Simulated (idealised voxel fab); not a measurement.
The following is a process module called voxel self aligned vias.
FYI the section here is cut, 300 nm wide, cells are 5 nm squares.
Each cross-section below is a grid of square cells, stated as bands in top-down order, with one or more rows of cells making up each band. Top, bottom (nm), then materials left to right with widths (nm); lone material tagged "all across" fills the whole band edge to edge; "air" = empty space. Height is counted from the level 0, under which the received wafer is composed throughout of one material. The lowest of the bands is not closed at the bottom but continues downward, in the notation "z 0 and below". When a width is written as two numbers, as in "30->40", the first number is the width in the top row of cells of the band and the second is the width in its bottom row, and the width changes by the same amount from each row to the next. Where a step carries "left unchanged", the cross-section came out of it unchanged, cell for cell. So "Enclosed voids" is basically the list of trapped voids: any empty space of 8 cells or more that can't reach the top through an opening. They're written width x height at distance, the distance being from the left edge, and it's all nm. The remark found on a step's line after its settings is issued by the simulator itself and pertains to that step. overlay nm: for a step with a mask, the amount by which the mask lay right of where it was planned; a negative amount means left of it.

-- Process steps (planned)
- 1: RECEIVE (material Si)
- 2: CONFORMAL_DEP (material SiO2; thk nm 10)
- 3: CONFORMAL_DEP (material SiCN; thk nm 5)
- 4: DIRECTIONAL_DEP (material SiO2; thk nm 25)
- 5: DIRECTIONAL_DEP (material aC; thk nm 15)
- 6: PATTERN (tone open; mask id LINES; material resist; width nm 30; pitch nm 60; thk nm 30; overlay nm 0)
- 7: DIRECTIONAL_ETCH (etch materials aC; depth nm 15)
- 8: STRIP (etch materials resist)
- 9: DIRECTIONAL_ETCH (etch materials SiO2; depth nm 25)
- 10: STRIP (etch materials aC)
- 11: CONFORMAL_DEP (material TiN; thk nm 5)
- 12: FILL_DEP (material W; thk nm 5)
- 13: CMP (height nm 40)
- 14: SELECTIVE_ETCH (etch materials W Ru TiN; depth nm 10)
- 15: FILL_DEP (material SiN; thk nm 10)
- 16: CMP (height nm 40)
- 17: DIRECTIONAL_DEP (material SiO2; thk nm 20)
- 18: MASKED_ETCH (tone open; mask id VIAS; width nm 40; pitch nm 120; etch materials SiO2; depth nm 20; overlay nm 0)
- 19: MASKED_ETCH (tone open; mask id VIAS; width nm 40; pitch nm 120; etch materials SiN; depth nm 10; overlay nm 0)
- 20: CONFORMAL_DEP (material TiN; thk nm 5)
- 21: FILL_DEP (material W; thk nm 5)
- 22: CMP (height nm 60)
- 23: CONFORMAL_DEP (material SiN; thk nm 5)

-- Wafer at receipt (post step 1), cross-section
- z 0 and below: Si all across
- Enclosed voids: none

-- Here's the cross-section of the first of our two wafers at the end of the module - it ran as planned
- z 65 to 60: SiN all across
- z 60 to 45: SiO2 70, TiN 5, W 30, TiN 5, SiO2 80, TiN 5, W 30, TiN 5, SiO2 70
- z 45 to 40: SiO2 70, TiN 10, W 20, TiN 10, SiO2 80, TiN 10, W 20, TiN 10, SiO2 70
- z 40 to 35: SiO2 75, TiN 5, W 20, TiN 5, SiO2 30, SiN 30, SiO2 30, TiN 5, W 20, TiN 5, SiO2 75
- z 35 to 30: SiO2 75, TiN 30, SiO2 30, SiN 30, SiO2 30, TiN 30, SiO2 75
- z 30 to 20: SiO2 75, TiN 5, W 20, TiN 5, SiO2 30, TiN 5, W 20, TiN 5, SiO2 30, TiN 5, W 20, TiN 5, SiO2 75
- z 20 to 15: SiO2 75, TiN 30, SiO2 30, TiN 30, SiO2 30, TiN 30, SiO2 75
- z 15 to 10: SiCN all across
- z 10 to 0: SiO2 all across
- z 0 and below: Si all across
- Enclosed voids: none

-- Module end: cross-section of wafer two of two. Same start and process plan as the first wafer. One mistake during execution
- z 65 to 60: SiN all across
- z 60 to 45: SiO2 65, TiN 5, W 40, TiN 5, SiO2 70, TiN 5, W 40, TiN 5, SiO2 65
- z 45 to 40: SiO2 65, TiN 15, W 20, TiN 15, SiO2 70, TiN 15, W 20, TiN 15, SiO2 65
- z 40 to 35: SiO2 75, TiN 5, W 20, TiN 5, SiO2 30, SiN 30, SiO2 30, TiN 5, W 20, TiN 5, SiO2 75
- z 35 to 30: SiO2 75, TiN 30, SiO2 30, SiN 30, SiO2 30, TiN 30, SiO2 75
- z 30 to 20: SiO2 75, TiN 5, W 20, TiN 5, SiO2 30, TiN 5, W 20, TiN 5, SiO2 30, TiN 5, W 20, TiN 5, SiO2 75
- z 20 to 15: SiO2 75, TiN 30, SiO2 30, TiN 30, SiO2 30, TiN 30, SiO2 75
- z 15 to 10: SiCN all across
- z 10 to 0: SiO2 all across
- z 0 and below: Si all across
- Enclosed voids: none
Misprocessing identified: step 18, actual vs plan mismatch, actual run MASKED_ETCH (tone open; mask id VIAS; width nm 50; pitch nm 120; etch materials SiO2; depth nm 20; overlay nm 0)
Cell-count delta at end, second wafer over first, by material: -16 SiO2 | +4 TiN | +12 W
